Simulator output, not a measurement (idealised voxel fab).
The following is a process module called voxel wiring stack.
The cross-section shown here is cut; it is 290 nm wide and divided into square cells measuring 5 nm on a side.
In what follows, cross-sections appear as grids of square cells, described through bands that run from the top down, where every band is one or more rows of cells.
A band entry consists of two parts. The first gives the height of the band's top and the height of its bottom, in nm. The rest lists the band's materials from left to right, each with its width in nm. A single material labelled with the word "full width" fills the band from edge to edge, and the word "blank" marks empty space.
Below 0: as-received wafer, all one material; heights counted from there. Lowest band: no bottom, goes on down, written "0 -> down".
Graded width ("30 to 40"): value in top row of band = first number; value in bottom row = second number; row-to-row change constant.
For the purposes of this document, the phrase "nothing got changed" attached to a step denotes that no cell within the cross-section was modified by that step.
What "Voids lacking openings" gives you is every empty space of 8 cells or more that is cut off from the top. Each appears as width x height at distance, with the distance taken from the left edge and width, height and distance all in nm.
The remark found on a step's line after its settings is issued by the simulator itself and pertains to that step.
For masked steps, "overlay nm" on the step line gives how far right of plan the mask actually lay; a minus sign means it lay to the left.

Process steps (planned):
1) RECEIVE (material Si)
2) CONFORMAL_DEP (material SiO2; thk nm 15)
3) DIRECTIONAL_DEP (material TiN; thk nm 5)
4) DIRECTIONAL_DEP (material W; thk nm 20)
5) DIRECTIONAL_DEP (material aC; thk nm 10)
6) PATTERN (tone cover; mask id METAL_1; material resist; width nm 25; pitch nm 45; thk nm 30; overlay nm 0)
7) DIRECTIONAL_ETCH (etch materials aC; depth nm 10)
8) STRIP (etch materials resist)
9) DIRECTIONAL_ETCH (etch materials W; depth nm 20)
10) DIRECTIONAL_ETCH (etch materials TiN; depth nm 5)
11) STRIP (etch materials aC)
12) CONFORMAL_DEP (material SiN; thk nm 5)
13) FILL_DEP (material lowk; thk nm 10)
14) CMP (height nm 40)
15) CONFORMAL_DEP (material SiCN; thk nm 5)
16) DIRECTIONAL_DEP (material SiO2; thk nm 20)
17) DIRECTIONAL_DEP (material aC; thk nm 10)
18) PATTERN (tone open; mask id PLUG_1; material resist; width nm 15; pitch nm 45; thk nm 25; overlay nm 0)
19) DIRECTIONAL_ETCH (etch materials aC; depth nm 10)
20) STRIP (etch materials resist)
21) DIRECTIONAL_ETCH (etch materials SiO2; depth nm 20)
22) DIRECTIONAL_ETCH (etch materials SiCN; depth nm 5)
23) STRIP (etch materials aC)
24) CONFORMAL_DEP (material TiN; thk nm 5)
25) FILL_DEP (material Cu; thk nm 5)
26) CMP (height nm 65)
27) DIRECTIONAL_DEP (material TiN; thk nm 5)
28) DIRECTIONAL_DEP (material W; thk nm 15)
29) DIRECTIONAL_DEP (material aC; thk nm 10)
30) PATTERN (tone cover; mask id METAL_2; material resist; width nm 25; pitch nm 45; thk nm 30; overlay nm 0)
31) DIRECTIONAL_ETCH (etch materials aC; depth nm 10)
32) STRIP (etch materials resist)
33) DIRECTIONAL_ETCH (etch materials W; depth nm 15)
34) DIRECTIONAL_ETCH (etch materials TiN; depth nm 5)
35) STRIP (etch materials aC)
36) CONFORMAL_DEP (material SiCN; thk nm 5)
37) FILL_DEP (material SiO2; thk nm 10)
38) CMP (height nm 85)
39) CONFORMAL_DEP (material SiCN; thk nm 5)
40) DIRECTIONAL_DEP (material lowk; thk nm 10)
41) MASKED_ETCH (tone open; mask id PLUG_2; width nm 15; pitch nm 45; etch materials lowk; depth nm 10; overlay nm 0)
42) MASKED_ETCH (tone open; mask id PLUG_2; width nm 15; pitch nm 45; etch materials SiCN; depth nm 5; overlay nm 0)
43) CONFORMAL_DEP (material TiN; thk nm 5)
44) FILL_DEP (material W; thk nm 10)
45) CMP (height nm 100)
46) CONFORMAL_DEP (material SiN; thk nm 5)
47) DIRECTIONAL_DEP (material SiO2; thk nm 20)
48) PATTERN (tone open; mask id METAL_3; material resist; width nm 25; pitch nm 45; thk nm 20; overlay nm 0)
49) DIRECTIONAL_ETCH (etch materials SiO2; depth nm 20)
50) DIRECTIONAL_ETCH (etch materials SiN; depth nm 5)
51) STRIP (etch materials resist)
52) CONFORMAL_DEP (material TiN; thk nm 5)
53) FILL_DEP (material Ru; thk nm 10)
54) CMP (height nm 125)
55) CONFORMAL_DEP (material SiN; thk nm 5)

Below: the first of two wafers, run as planned:

Wafer cross-section on receipt, i.e. after step 1:
0 -> down: Si full width
Voids lacking openings: none

Step 2 done - wafer cross-section:
15 -> 0: SiO2 full width
Anything lower than 0 is untouched.

Step 3 done - wafer cross-section:
20 -> 15: TiN full width
Anything lower than 15 is untouched.

Step 4 done - wafer cross-section:
40 -> 20: W full width
Anything lower than 20 is untouched.

Step 5 done - wafer cross-section:
50 -> 40: aC full width
Anything lower than 40 is untouched.

Step 6 done - wafer cross-section:
80 -> 50: blank 85 nm | resist 25 nm | blank 20 nm | resist 25 nm | blank 20 nm | resist 25 nm | blank 90 nm
Anything lower than 50 is untouched.

Step 7 done - wafer cross-section:
70 -> 50: blank 85 nm | resist 25 nm | blank 20 nm | resist 25 nm | blank 20 nm | resist 25 nm | blank 90 nm
50 -> 40: blank 85 nm | aC 25 nm | blank 20 nm | aC 25 nm | blank 20 nm | aC 25 nm | blank 90 nm
Anything lower than 40 is untouched.

Step 8 done - wafer cross-section:
50 -> 40: blank 85 nm | aC 25 nm | blank 20 nm | aC 25 nm | blank 20 nm | aC 25 nm | blank 90 nm
Anything lower than 40 is untouched.

Step 9 done - wafer cross-section:
50 -> 40: blank 85 nm | aC 25 nm | blank 20 nm | aC 25 nm | blank 20 nm | aC 25 nm | blank 90 nm
40 -> 20: blank 85 nm | W 25 nm | blank 20 nm | W 25 nm | blank 20 nm | W 25 nm | blank 90 nm
Anything lower than 20 is untouched.

Step 10 done - wafer cross-section:
50 -> 40: blank 85 nm | aC 25 nm | blank 20 nm | aC 25 nm | blank 20 nm | aC 25 nm | blank 90 nm
40 -> 20: blank 85 nm | W 25 nm | blank 20 nm | W 25 nm | blank 20 nm | W 25 nm | blank 90 nm
20 -> 15: blank 85 nm | TiN 25 nm | blank 20 nm | TiN 25 nm | blank 20 nm | TiN 25 nm | blank 90 nm
Anything lower than 15 is untouched.

Step 11 done - wafer cross-section:
40 -> 20: blank 85 nm | W 25 nm | blank 20 nm | W 25 nm | blank 20 nm | W 25 nm | blank 90 nm
Anything lower than 20 is untouched.

Step 12 done - wafer cross-section:
45 -> 40: blank 80 nm | SiN 35 nm | blank 10 nm | SiN 35 nm | blank 10 nm | SiN 35 nm | blank 85 nm
40 -> 20: blank 80 nm | SiN 5 nm | W 25 nm | SiN 5 nm | blank 10 nm | SiN 5 nm | W 25 nm | SiN 5 nm | blank 10 nm | SiN 5 nm | W 25 nm | SiN 5 nm | blank 85 nm
20 -> 15: SiN 85 nm | TiN 25 nm | SiN 20 nm | TiN 25 nm | SiN 20 nm | TiN 25 nm | SiN 90 nm
Anything lower than 15 is untouched.

Step 13 done - wafer cross-section:
55 -> 45: lowk full width
45 -> 40: lowk 80 nm | SiN 35 nm | lowk 10 nm | SiN 35 nm | lowk 10 nm | SiN 35 nm | lowk 85 nm
40 -> 20: lowk 80 nm | SiN 5 nm | W 25 nm | SiN 5 nm | lowk 10 nm | SiN 5 nm | W 25 nm | SiN 5 nm | lowk 10 nm | SiN 5 nm | W 25 nm | SiN 5 nm | lowk 85 nm
Anything lower than 20 is untouched.

Step 14 done - wafer cross-section:
40 -> 20: lowk 80 nm | SiN 5 nm | W 25 nm | SiN 5 nm | lowk 10 nm | SiN 5 nm | W 25 nm | SiN 5 nm | lowk 10 nm | SiN 5 nm | W 25 nm | SiN 5 nm | lowk 85 nm
Anything lower than 20 is untouched.

Step 15 done - wafer cross-section:
45 -> 40: SiCN full width
Anything lower than 40 is untouched.

Step 16 done - wafer cross-section:
65 -> 45: SiO2 full width
Anything lower than 45 is untouched.

Step 17 done - wafer cross-section:
75 -> 65: aC full width
Anything lower than 65 is untouched.

Step 18 done - wafer cross-section:
100 -> 75: resist 85 nm | blank 15 nm | resist 30 nm | blank 15 nm | resist 30 nm | blank 15 nm | resist 100 nm
Anything lower than 75 is untouched.

Step 19 done - wafer cross-section:
90 -> 75: resist 85 nm | blank 15 nm | resist 30 nm | blank 15 nm | resist 30 nm | blank 15 nm | resist 100 nm
75 -> 65: aC 85 nm | blank 15 nm | aC 30 nm | blank 15 nm | aC 30 nm | blank 15 nm | aC 100 nm
Anything lower than 65 is untouched.

Step 20 done - wafer cross-section:
75 -> 65: aC 85 nm | blank 15 nm | aC 30 nm | blank 15 nm | aC 30 nm | blank 15 nm | aC 100 nm
Anything lower than 65 is untouched.

Step 21 done - wafer cross-section:
75 -> 65: aC 85 nm | blank 15 nm | aC 30 nm | blank 15 nm | aC 30 nm | blank 15 nm | aC 100 nm
65 -> 45: SiO2 85 nm | blank 15 nm | SiO2 30 nm | blank 15 nm | SiO2 30 nm | blank 15 nm | SiO2 100 nm
Anything lower than 45 is untouched.

Step 22 done - wafer cross-section:
75 -> 65: aC 85 nm | blank 15 nm | aC 30 nm | blank 15 nm | aC 30 nm | blank 15 nm | aC 100 nm
65 -> 45: SiO2 85 nm | blank 15 nm | SiO2 30 nm | blank 15 nm | SiO2 30 nm | blank 15 nm | SiO2 100 nm
45 -> 40: SiCN 85 nm | blank 15 nm | SiCN 30 nm | blank 15 nm | SiCN 30 nm | blank 15 nm | SiCN 100 nm
Anything lower than 40 is untouched.

Step 23 done - wafer cross-section:
65 -> 45: SiO2 85 nm | blank 15 nm | SiO2 30 nm | blank 15 nm | SiO2 30 nm | blank 15 nm | SiO2 100 nm
Anything lower than 45 is untouched.

Step 24 done - wafer cross-section:
70 -> 65: TiN 90 nm | blank 5 nm | TiN 40 nm | blank 5 nm | TiN 40 nm | blank 5 nm | TiN 105 nm
65 -> 45: SiO2 85 nm | TiN 5 nm | blank 5 nm | TiN 5 nm | SiO2 30 nm | TiN 5 nm | blank 5 nm | TiN 5 nm | SiO2 30 nm | TiN 5 nm | blank 5 nm | TiN 5 nm | SiO2 100 nm
45 -> 40: SiCN 85 nm | TiN 15 nm | SiCN 30 nm | TiN 15 nm | SiCN 30 nm | TiN 15 nm | SiCN 100 nm
Anything lower than 40 is untouched.

Step 25 done - wafer cross-section:
75 -> 70: Cu full width
70 -> 65: TiN 90 nm | Cu 5 nm | TiN 40 nm | Cu 5 nm | TiN 40 nm | Cu 5 nm | TiN 105 nm
65 -> 45: SiO2 85 nm | TiN 5 nm | Cu 5 nm | TiN 5 nm | SiO2 30 nm | TiN 5 nm | Cu 5 nm | TiN 5 nm | SiO2 30 nm | TiN 5 nm | Cu 5 nm | TiN 5 nm | SiO2 100 nm
Anything lower than 45 is untouched.

Step 26 done - wafer cross-section:
65 -> 45: SiO2 85 nm | TiN 5 nm | Cu 5 nm | TiN 5 nm | SiO2 30 nm | TiN 5 nm | Cu 5 nm | TiN 5 nm | SiO2 30 nm | TiN 5 nm | Cu 5 nm | TiN 5 nm | SiO2 100 nm
Anything lower than 45 is untouched.

Step 27 done - wafer cross-section:
70 -> 65: TiN full width
Anything lower than 65 is untouched.

Step 28 done - wafer cross-section:
85 -> 70: W full width
Anything lower than 70 is untouched.

Step 29 done - wafer cross-section:
95 -> 85: aC full width
Anything lower than 85 is untouched.

Step 30 done - wafer cross-section:
125 -> 95: blank 85 nm | resist 25 nm | blank 20 nm | resist 25 nm | blank 20 nm | resist 25 nm | blank 90 nm
Anything lower than 95 is untouched.

Step 31 done - wafer cross-section:
115 -> 95: blank 85 nm | resist 25 nm | blank 20 nm | resist 25 nm | blank 20 nm | resist 25 nm | blank 90 nm
95 -> 85: blank 85 nm | aC 25 nm | blank 20 nm | aC 25 nm | blank 20 nm | aC 25 nm | blank 90 nm
Anything lower than 85 is untouched.

Step 32 done - wafer cross-section:
95 -> 85: blank 85 nm | aC 25 nm | blank 20 nm | aC 25 nm | blank 20 nm | aC 25 nm | blank 90 nm
Anything lower than 85 is untouched.

Step 33 done - wafer cross-section:
95 -> 85: blank 85 nm | aC 25 nm | blank 20 nm | aC 25 nm | blank 20 nm | aC 25 nm | blank 90 nm
85 -> 70: blank 85 nm | W 25 nm | blank 20 nm | W 25 nm | blank 20 nm | W 25 nm | blank 90 nm
Anything lower than 70 is untouched.

Step 34 done - wafer cross-section:
95 -> 85: blank 85 nm | aC 25 nm | blank 20 nm | aC 25 nm | blank 20 nm | aC 25 nm | blank 90 nm
85 -> 70: blank 85 nm | W 25 nm | blank 20 nm | W 25 nm | blank 20 nm | W 25 nm | blank 90 nm
70 -> 65: blank 85 nm | TiN 25 nm | blank 20 nm | TiN 25 nm | blank 20 nm | TiN 25 nm | blank 90 nm
Anything lower than 65 is untouched.

Step 35 done - wafer cross-section:
85 -> 70: blank 85 nm | W 25 nm | blank 20 nm | W 25 nm | blank 20 nm | W 25 nm | blank 90 nm
Anything lower than 70 is untouched.

Step 36 done - wafer cross-section:
90 -> 85: blank 80 nm | SiCN 35 nm | blank 10 nm | SiCN 35 nm | blank 10 nm | SiCN 35 nm | blank 85 nm
85 -> 70: blank 80 nm | SiCN 5 nm | W 25 nm | SiCN 5 nm | blank 10 nm | SiCN 5 nm | W 25 nm | SiCN 5 nm | blank 10 nm | SiCN 5 nm | W 25 nm | SiCN 5 nm | blank 85 nm
70 -> 65: SiCN 85 nm | TiN 25 nm | SiCN 20 nm | TiN 25 nm | SiCN 20 nm | TiN 25 nm | SiCN 90 nm
Anything lower than 65 is untouched.

Step 37 done - wafer cross-section:
100 -> 90: SiO2 full width
90 -> 85: SiO2 80 nm | SiCN 35 nm | SiO2 10 nm | SiCN 35 nm | SiO2 10 nm | SiCN 35 nm | SiO2 85 nm
85 -> 70: SiO2 80 nm | SiCN 5 nm | W 25 nm | SiCN 5 nm | SiO2 10 nm | SiCN 5 nm | W 25 nm | SiCN 5 nm | SiO2 10 nm | SiCN 5 nm | W 25 nm | SiCN 5 nm | SiO2 85 nm
Anything lower than 70 is untouched.

Step 38 done - wafer cross-section:
85 -> 70: SiO2 80 nm | SiCN 5 nm | W 25 nm | SiCN 5 nm | SiO2 10 nm | SiCN 5 nm | W 25 nm | SiCN 5 nm | SiO2 10 nm | SiCN 5 nm | W 25 nm | SiCN 5 nm | SiO2 85 nm
Anything lower than 70 is untouched.

Step 39 done - wafer cross-section:
90 -> 85: SiCN full width
Anything lower than 85 is untouched.

Step 40 done - wafer cross-section:
100 -> 90: lowk full width
Anything lower than 90 is untouched.

Step 41 done - wafer cross-section:
100 -> 90: lowk 85 nm | blank 15 nm | lowk 30 nm | blank 15 nm | lowk 30 nm | blank 15 nm | lowk 100 nm
Anything lower than 90 is untouched.

Step 42 done - wafer cross-section:
100 -> 90: lowk 85 nm | blank 15 nm | lowk 30 nm | blank 15 nm | lowk 30 nm | blank 15 nm | lowk 100 nm
90 -> 85: SiCN 85 nm | blank 15 nm | SiCN 30 nm | blank 15 nm | SiCN 30 nm | blank 15 nm | SiCN 100 nm
Anything lower than 85 is untouched.

Step 43 done - wafer cross-section:
105 -> 100: TiN 90 nm | blank 5 nm | TiN 40 nm | blank 5 nm | TiN 40 nm | blank 5 nm | TiN 105 nm
100 -> 90: lowk 85 nm | TiN 5 nm | blank 5 nm | TiN 5 nm | lowk 30 nm | TiN 5 nm | blank 5 nm | TiN 5 nm | lowk 30 nm | TiN 5 nm | blank 5 nm | TiN 5 nm | lowk 100 nm
90 -> 85: SiCN 85 nm | TiN 15 nm | SiCN 30 nm | TiN 15 nm | SiCN 30 nm | TiN 15 nm | SiCN 100 nm
Anything lower than 85 is untouched.

Step 44 done - wafer cross-section:
115 -> 105: W full width
105 -> 100: TiN 90 nm | W 5 nm | TiN 40 nm | W 5 nm | TiN 40 nm | W 5 nm | TiN 105 nm
100 -> 90: lowk 85 nm | TiN 5 nm | W 5 nm | TiN 5 nm | lowk 30 nm | TiN 5 nm | W 5 nm | TiN 5 nm | lowk 30 nm | TiN 5 nm | W 5 nm | TiN 5 nm | lowk 100 nm
Anything lower than 90 is untouched.

Step 45 done - wafer cross-section:
100 -> 90: lowk 85 nm | TiN 5 nm | W 5 nm | TiN 5 nm | lowk 30 nm | TiN 5 nm | W 5 nm | TiN 5 nm | lowk 30 nm | TiN 5 nm | W 5 nm | TiN 5 nm | lowk 100 nm
Anything lower than 90 is untouched.

Step 46 done - wafer cross-section:
105 -> 100: SiN full width
Anything lower than 100 is untouched.

Step 47 done - wafer cross-section:
125 -> 105: SiO2 full width
Anything lower than 105 is untouched.

Step 48 done - wafer cross-section:
145 -> 125: resist 85 nm | blank 25 nm | resist 20 nm | blank 25 nm | resist 20 nm | blank 25 nm | resist 90 nm
Anything lower than 125 is untouched.

Step 49 done - wafer cross-section:
145 -> 125: resist 85 nm | blank 25 nm | resist 20 nm | blank 25 nm | resist 20 nm | blank 25 nm | resist 90 nm
125 -> 105: SiO2 85 nm | blank 25 nm | SiO2 20 nm | blank 25 nm | SiO2 20 nm | blank 25 nm | SiO2 90 nm
Anything lower than 105 is untouched.

Step 50 done - wafer cross-section:
145 -> 125: resist 85 nm | blank 25 nm | resist 20 nm | blank 25 nm | resist 20 nm | blank 25 nm | resist 90 nm
125 -> 105: SiO2 85 nm | blank 25 nm | SiO2 20 nm | blank 25 nm | SiO2 20 nm | blank 25 nm | SiO2 90 nm
105 -> 100: SiN 85 nm | blank 25 nm | SiN 20 nm | blank 25 nm | SiN 20 nm | blank 25 nm | SiN 90 nm
Anything lower than 100 is untouched.

Step 51 done - wafer cross-section:
125 -> 105: SiO2 85 nm | blank 25 nm | SiO2 20 nm | blank 25 nm | SiO2 20 nm | blank 25 nm | SiO2 90 nm
Anything lower than 105 is untouched.

Step 52 done - wafer cross-section:
130 -> 125: TiN 90 nm | blank 15 nm | TiN 30 nm | blank 15 nm | TiN 30 nm | blank 15 nm | TiN 95 nm
125 -> 105: SiO2 85 nm | TiN 5 nm | blank 15 nm | TiN 5 nm | SiO2 20 nm | TiN 5 nm | blank 15 nm | TiN 5 nm | SiO2 20 nm | TiN 5 nm | blank 15 nm | TiN 5 nm | SiO2 90 nm
105 -> 100: SiN 85 nm | TiN 25 nm | SiN 20 nm | TiN 25 nm | SiN 20 nm | TiN 25 nm | SiN 90 nm
Anything lower than 100 is untouched.

Step 53 done - wafer cross-section:
140 -> 130: Ru full width
130 -> 125: TiN 90 nm | Ru 15 nm | TiN 30 nm | Ru 15 nm | TiN 30 nm | Ru 15 nm | TiN 95 nm
125 -> 105: SiO2 85 nm | TiN 5 nm | Ru 15 nm | TiN 5 nm | SiO2 20 nm | TiN 5 nm | Ru 15 nm | TiN 5 nm | SiO2 20 nm | TiN 5 nm | Ru 15 nm | TiN 5 nm | SiO2 90 nm
Anything lower than 105 is untouched.

Step 54 done - wafer cross-section:
125 -> 105: SiO2 85 nm | TiN 5 nm | Ru 15 nm | TiN 5 nm | SiO2 20 nm | TiN 5 nm | Ru 15 nm | TiN 5 nm | SiO2 20 nm | TiN 5 nm | Ru 15 nm | TiN 5 nm | SiO2 90 nm
Anything lower than 105 is untouched.

Step 55 done - wafer cross-section:
130 -> 125: SiN full width
Anything lower than 125 is untouched.

Wafer two of two - same starting point, same process plan, one mistake in execution; matches wafer one up to and including step 17:

When step 18 should have ended:
100 -> 75: resist 85 nm | blank 20 nm | resist 25 nm | blank 20 nm | resist 25 nm | blank 20 nm | resist 95 nm
Anything lower than 75 is untouched.

When step 19 should have ended:
90 -> 75: resist 85 nm | blank 20 nm | resist 25 nm | blank 20 nm | resist 25 nm | blank 20 nm | resist 95 nm
75 -> 65: aC 85 nm | blank 20 nm | aC 25 nm | blank 20 nm | aC 25 nm | blank 20 nm | aC 95 nm
Anything lower than 65 is untouched.

When step 20 should have ended:
75 -> 65: aC 85 nm | blank 20 nm | aC 25 nm | blank 20 nm | aC 25 nm | blank 20 nm | aC 95 nm
Anything lower than 65 is untouched.

When step 21 should have ended:
75 -> 65: aC 85 nm | blank 20 nm | aC 25 nm | blank 20 nm | aC 25 nm | blank 20 nm | aC 95 nm
65 -> 45: SiO2 85 nm | blank 20 nm | SiO2 25 nm | blank 20 nm | SiO2 25 nm | blank 20 nm | SiO2 95 nm
Anything lower than 45 is untouched.

When step 22 should have ended:
75 -> 65: aC 85 nm | blank 20 nm | aC 25 nm | blank 20 nm | aC 25 nm | blank 20 nm | aC 95 nm
65 -> 45: SiO2 85 nm | blank 20 nm | SiO2 25 nm | blank 20 nm | SiO2 25 nm | blank 20 nm | SiO2 95 nm
45 -> 40: SiCN 85 nm | blank 20 nm | SiCN 25 nm | blank 20 nm | SiCN 25 nm | blank 20 nm | SiCN 95 nm
Anything lower than 40 is untouched.

When step 23 should have ended:
65 -> 45: SiO2 85 nm | blank 20 nm | SiO2 25 nm | blank 20 nm | SiO2 25 nm | blank 20 nm | SiO2 95 nm
Anything lower than 45 is untouched.

When step 24 should have ended:
70 -> 65: TiN 90 nm | blank 10 nm | TiN 35 nm | blank 10 nm | TiN 35 nm | blank 10 nm | TiN 100 nm
65 -> 45: SiO2 85 nm | TiN 5 nm | blank 10 nm | TiN 5 nm | SiO2 25 nm | TiN 5 nm | blank 10 nm | TiN 5 nm | SiO2 25 nm | TiN 5 nm | blank 10 nm | TiN 5 nm | SiO2 95 nm
45 -> 40: SiCN 85 nm | TiN 20 nm | SiCN 25 nm | TiN 20 nm | SiCN 25 nm | TiN 20 nm | SiCN 95 nm
Anything lower than 40 is untouched.

When step 25 should have ended:
75 -> 70: Cu full width
70 -> 65: TiN 90 nm | Cu 10 nm | TiN 35 nm | Cu 10 nm | TiN 35 nm | Cu 10 nm | TiN 100 nm
65 -> 45: SiO2 85 nm | TiN 5 nm | Cu 10 nm | TiN 5 nm | SiO2 25 nm | TiN 5 nm | Cu 10 nm | TiN 5 nm | SiO2 25 nm | TiN 5 nm | Cu 10 nm | TiN 5 nm | SiO2 95 nm
Anything lower than 45 is untouched.

When step 26 should have ended:
65 -> 45: SiO2 85 nm | TiN 5 nm | Cu 10 nm | TiN 5 nm | SiO2 25 nm | TiN 5 nm | Cu 10 nm | TiN 5 nm | SiO2 25 nm | TiN 5 nm | Cu 10 nm | TiN 5 nm | SiO2 95 nm
Anything lower than 45 is untouched.

When step 27 should have ended:
70 -> 65: TiN full width
Anything lower than 65 is untouched.

When step 28 should have ended:
85 -> 70: W full width
Anything lower than 70 is untouched.

When step 29 should have ended:
95 -> 85: aC full width
Anything lower than 85 is untouched.

When step 30 should have ended:
125 -> 95: blank 85 nm | resist 25 nm | blank 20 nm | resist 25 nm | blank 20 nm | resist 25 nm | blank 90 nm
Anything lower than 95 is untouched.

When step 31 should have ended:
115 -> 95: blank 85 nm | resist 25 nm | blank 20 nm | resist 25 nm | blank 20 nm | resist 25 nm | blank 90 nm
95 -> 85: blank 85 nm | aC 25 nm | blank 20 nm | aC 25 nm | blank 20 nm | aC 25 nm | blank 90 nm
Anything lower than 85 is untouched.

When step 32 should have ended:
95 -> 85: blank 85 nm | aC 25 nm | blank 20 nm | aC 25 nm | blank 20 nm | aC 25 nm | blank 90 nm
Anything lower than 85 is untouched.

When step 33 should have ended:
95 -> 85: blank 85 nm | aC 25 nm | blank 20 nm | aC 25 nm | blank 20 nm | aC 25 nm | blank 90 nm
85 -> 70: blank 85 nm | W 25 nm | blank 20 nm | W 25 nm | blank 20 nm | W 25 nm | blank 90 nm
Anything lower than 70 is untouched.

When step 34 should have ended:
95 -> 85: blank 85 nm | aC 25 nm | blank 20 nm | aC 25 nm | blank 20 nm | aC 25 nm | blank 90 nm
85 -> 70: blank 85 nm | W 25 nm | blank 20 nm | W 25 nm | blank 20 nm | W 25 nm | blank 90 nm
70 -> 65: blank 85 nm | TiN 25 nm | blank 20 nm | TiN 25 nm | blank 20 nm | TiN 25 nm | blank 90 nm
Anything lower than 65 is untouched.

When step 35 should have ended:
85 -> 70: blank 85 nm | W 25 nm | blank 20 nm | W 25 nm | blank 20 nm | W 25 nm | blank 90 nm
Anything lower than 70 is untouched.

When step 36 should have ended:
90 -> 85: blank 80 nm | SiCN 35 nm | blank 10 nm | SiCN 35 nm | blank 10 nm | SiCN 35 nm | blank 85 nm
85 -> 70: blank 80 nm | SiCN 5 nm | W 25 nm | SiCN 5 nm | blank 10 nm | SiCN 5 nm | W 25 nm | SiCN 5 nm | blank 10 nm | SiCN 5 nm | W 25 nm | SiCN 5 nm | blank 85 nm
70 -> 65: SiCN 85 nm | TiN 25 nm | SiCN 20 nm | TiN 25 nm | SiCN 20 nm | TiN 25 nm | SiCN 90 nm
Anything lower than 65 is untouched.

When step 37 should have ended:
100 -> 90: SiO2 full width
90 -> 85: SiO2 80 nm | SiCN 35 nm | SiO2 10 nm | SiCN 35 nm | SiO2 10 nm | SiCN 35 nm | SiO2 85 nm
85 -> 70: SiO2 80 nm | SiCN 5 nm | W 25 nm | SiCN 5 nm | SiO2 10 nm | SiCN 5 nm | W 25 nm | SiCN 5 nm | SiO2 10 nm | SiCN 5 nm | W 25 nm | SiCN 5 nm | SiO2 85 nm
Anything lower than 70 is untouched.

When step 38 should have ended:
85 -> 70: SiO2 80 nm | SiCN 5 nm | W 25 nm | SiCN 5 nm | SiO2 10 nm | SiCN 5 nm | W 25 nm | SiCN 5 nm | SiO2 10 nm | SiCN 5 nm | W 25 nm | SiCN 5 nm | SiO2 85 nm
Anything lower than 70 is untouched.

When step 39 should have ended:
90 -> 85: SiCN full width
Anything lower than 85 is untouched.

When step 40 should have ended:
100 -> 90: lowk full width
Anything lower than 90 is untouched.

When step 41 should have ended:
100 -> 90: lowk 85 nm | blank 15 nm | lowk 30 nm | blank 15 nm | lowk 30 nm | blank 15 nm | lowk 100 nm
Anything lower than 90 is untouched.

When step 42 should have ended:
100 -> 90: lowk 85 nm | blank 15 nm | lowk 30 nm | blank 15 nm | lowk 30 nm | blank 15 nm | lowk 100 nm
90 -> 85: SiCN 85 nm | blank 15 nm | SiCN 30 nm | blank 15 nm | SiCN 30 nm | blank 15 nm | SiCN 100 nm
Anything lower than 85 is untouched.

When step 43 should have ended:
105 -> 100: TiN 90 nm | blank 5 nm | TiN 40 nm | blank 5 nm | TiN 40 nm | blank 5 nm | TiN 105 nm
100 -> 90: lowk 85 nm | TiN 5 nm | blank 5 nm | TiN 5 nm | lowk 30 nm | TiN 5 nm | blank 5 nm | TiN 5 nm | lowk 30 nm | TiN 5 nm | blank 5 nm | TiN 5 nm | lowk 100 nm
90 -> 85: SiCN 85 nm | TiN 15 nm | SiCN 30 nm | TiN 15 nm | SiCN 30 nm | TiN 15 nm | SiCN 100 nm
Anything lower than 85 is untouched.

When step 44 should have ended:
115 -> 105: W full width
105 -> 100: TiN 90 nm | W 5 nm | TiN 40 nm | W 5 nm | TiN 40 nm | W 5 nm | TiN 105 nm
100 -> 90: lowk 85 nm | TiN 5 nm | W 5 nm | TiN 5 nm | lowk 30 nm | TiN 5 nm | W 5 nm | TiN 5 nm | lowk 30 nm | TiN 5 nm | W 5 nm | TiN 5 nm | lowk 100 nm
Anything lower than 90 is untouched.

When step 45 should have ended:
100 -> 90: lowk 85 nm | TiN 5 nm | W 5 nm | TiN 5 nm | lowk 30 nm | TiN 5 nm | W 5 nm | TiN 5 nm | lowk 30 nm | TiN 5 nm | W 5 nm | TiN 5 nm | lowk 100 nm
Anything lower than 90 is untouched.

When step 46 should have ended:
105 -> 100: SiN full width
Anything lower than 100 is untouched.

When step 47 should have ended:
125 -> 105: SiO2 full width
Anything lower than 105 is untouched.

When step 48 should have ended:
145 -> 125: resist 85 nm | blank 25 nm | resist 20 nm | blank 25 nm | resist 20 nm | blank 25 nm | resist 90 nm
Anything lower than 125 is untouched.

When step 49 should have ended:
145 -> 125: resist 85 nm | blank 25 nm | resist 20 nm | blank 25 nm | resist 20 nm | blank 25 nm | resist 90 nm
125 -> 105: SiO2 85 nm | blank 25 nm | SiO2 20 nm | blank 25 nm | SiO2 20 nm | blank 25 nm | SiO2 90 nm
Anything lower than 105 is untouched.

When step 50 should have ended:
145 -> 125: resist 85 nm | blank 25 nm | resist 20 nm | blank 25 nm | resist 20 nm | blank 25 nm | resist 90 nm
125 -> 105: SiO2 85 nm | blank 25 nm | SiO2 20 nm | blank 25 nm | SiO2 20 nm | blank 25 nm | SiO2 90 nm
105 -> 100: SiN 85 nm | blank 25 nm | SiN 20 nm | blank 25 nm | SiN 20 nm | blank 25 nm | SiN 90 nm
Anything lower than 100 is untouched.

When step 51 should have ended:
125 -> 105: SiO2 85 nm | blank 25 nm | SiO2 20 nm | blank 25 nm | SiO2 20 nm | blank 25 nm | SiO2 90 nm
Anything lower than 105 is untouched.

When step 52 should have ended:
130 -> 125: TiN 90 nm | blank 15 nm | TiN 30 nm | blank 15 nm | TiN 30 nm | blank 15 nm | TiN 95 nm
125 -> 105: SiO2 85 nm | TiN 5 nm | blank 15 nm | TiN 5 nm | SiO2 20 nm | TiN 5 nm | blank 15 nm | TiN 5 nm | SiO2 20 nm | TiN 5 nm | blank 15 nm | TiN 5 nm | SiO2 90 nm
105 -> 100: SiN 85 nm | TiN 25 nm | SiN 20 nm | TiN 25 nm | SiN 20 nm | TiN 25 nm | SiN 90 nm
Anything lower than 100 is untouched.

When step 53 should have ended:
140 -> 130: Ru full width
130 -> 125: TiN 90 nm | Ru 15 nm | TiN 30 nm | Ru 15 nm | TiN 30 nm | Ru 15 nm | TiN 95 nm
125 -> 105: SiO2 85 nm | TiN 5 nm | Ru 15 nm | TiN 5 nm | SiO2 20 nm | TiN 5 nm | Ru 15 nm | TiN 5 nm | SiO2 20 nm | TiN 5 nm | Ru 15 nm | TiN 5 nm | SiO2 90 nm
Anything lower than 105 is untouched.

When step 54 should have ended:
125 -> 105: SiO2 85 nm | TiN 5 nm | Ru 15 nm | TiN 5 nm | SiO2 20 nm | TiN 5 nm | Ru 15 nm | TiN 5 nm | SiO2 20 nm | TiN 5 nm | Ru 15 nm | TiN 5 nm | SiO2 90 nm
Anything lower than 105 is untouched.

When step 55 should have ended:
130 -> 125: SiN full width
Anything lower than 125 is untouched.
What went wrong in running the wafer? step 18 ran as: PATTERN (tone open; mask id PLUG_1; material resist; width nm 20; pitch nm 45; thk nm 25; overlay nm 0)
Wafer comparison, final, in cells, second relative to first, materials more or fewer: 12 more of Cu | 3 fewer of SiCN | 12 fewer of SiO2 | 3 more of TiN
